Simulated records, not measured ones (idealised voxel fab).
This is a process module. Its name is voxel gate over fins.
The figure presents cross-section cut, which has a width of 205 nm and is divided into square cells with an edge length of 5 nm.
In this document a cross-section is written as a grid of square cells. It is given as a series of bands, listed from the top down, and a band is one or more rows of cells. Top, bottom (nm), then materials left to right with widths (nm); lone material tagged "throughout" fills the whole band edge to edge; "empty" = empty space. We count height from 0. Below that, the starting wafer is all one material. The lowest band never ends at the bottom but goes on down; see "0 -> down" for how that is written. A width such as "30->40" changes by the same amount from each row of cells to the next, from the band's top row to its bottom row. A step reported as "nothing altered" is a step in which no cell of the cross-section changed. Empty spaces counting at least 8 cells and having no open way to the top are listed in "Voids, sealed". The notation width x height at distance is used for each, the distance being from the left edge and all three values in nm. On each step's line, the part that comes after the settings is the simulator's own comment on the step. Regarding "overlay nm": on a step with a mask, it is the distance the mask lay to the right of its planned place; a negative value places it to the left.

PLANNED STEP LIST FOR THE PROCESS
1 RECEIVE, material Si
2 CONFORMAL_DEP, material SiN, thk nm 10
3 DIRECTIONAL_DEP, material aC, thk nm 10
4 PATTERN, tone cover, mask id FINS, material resist, width nm 15, pitch nm 40, thk nm 30, overlay nm 0
5 DIRECTIONAL_ETCH, etch materials aC, depth nm 10
6 STRIP, etch materials resist
7 DIRECTIONAL_ETCH, etch materials SiN, depth nm 10
8 DIRECTIONAL_ETCH, etch materials Si, depth nm 35
9 STRIP, etch materials aC
10 OXIDIZE, depth nm 5
11 FILL_DEP, material SiO2, thk nm 10
12 CMP, height nm 10
13 SELECTIVE_ETCH, etch materials SiO2, depth nm 25
14 STRIP, etch materials SiN
15 CONFORMAL_DEP, material HfO2, thk nm 5
16 CONFORMAL_DEP, material TiN, thk nm 5
17 CONFORMAL_DEP, material TiAl, thk nm 5
18 CONFORMAL_DEP, material TiN, thk nm 5
19 FILL_DEP, material W, thk nm 10
20 CMP, height nm 25
21 CONFORMAL_DEP, material SiCN, thk nm 10
It is noted that the wafers described herein are identical at the outset and are distinguished by the width nm of step 4; the value stated in the plan corresponds to the first wafer.

AS-RECEIVED CROSS-SECTION, FIRST OF SEVERAL WAFERS, POST STEP 1
0 -> down  Si throughout
Voids, sealed: none

QUICK KEY FOR THE TABLE: A ROW PER WAFER, TAKEN AT THE END OF THE MODULE. FOR EACH MATERIAL IT TELLS YOU HOW MANY CELLS THE WAFER GAINED (+) OR LOST (-) SINCE IT CAME IN, AND THE CLOSED VOIDS COME AFTER
width nm 15, +59 HfO2, -304 Si, +82 SiCN, +190 SiO2, +59 TiAl, +112 TiN, +89 W, Voids, sealed: none
width nm 20, +59 HfO2, -280 Si, +82 SiCN, +175 SiO2, +59 TiAl, +106 TiN, +86 W, Voids, sealed: none
width nm 25, +59 HfO2, -256 Si, +82 SiCN, +160 SiO2, +53 TiAl, +106 TiN, +83 W, Voids, sealed: none
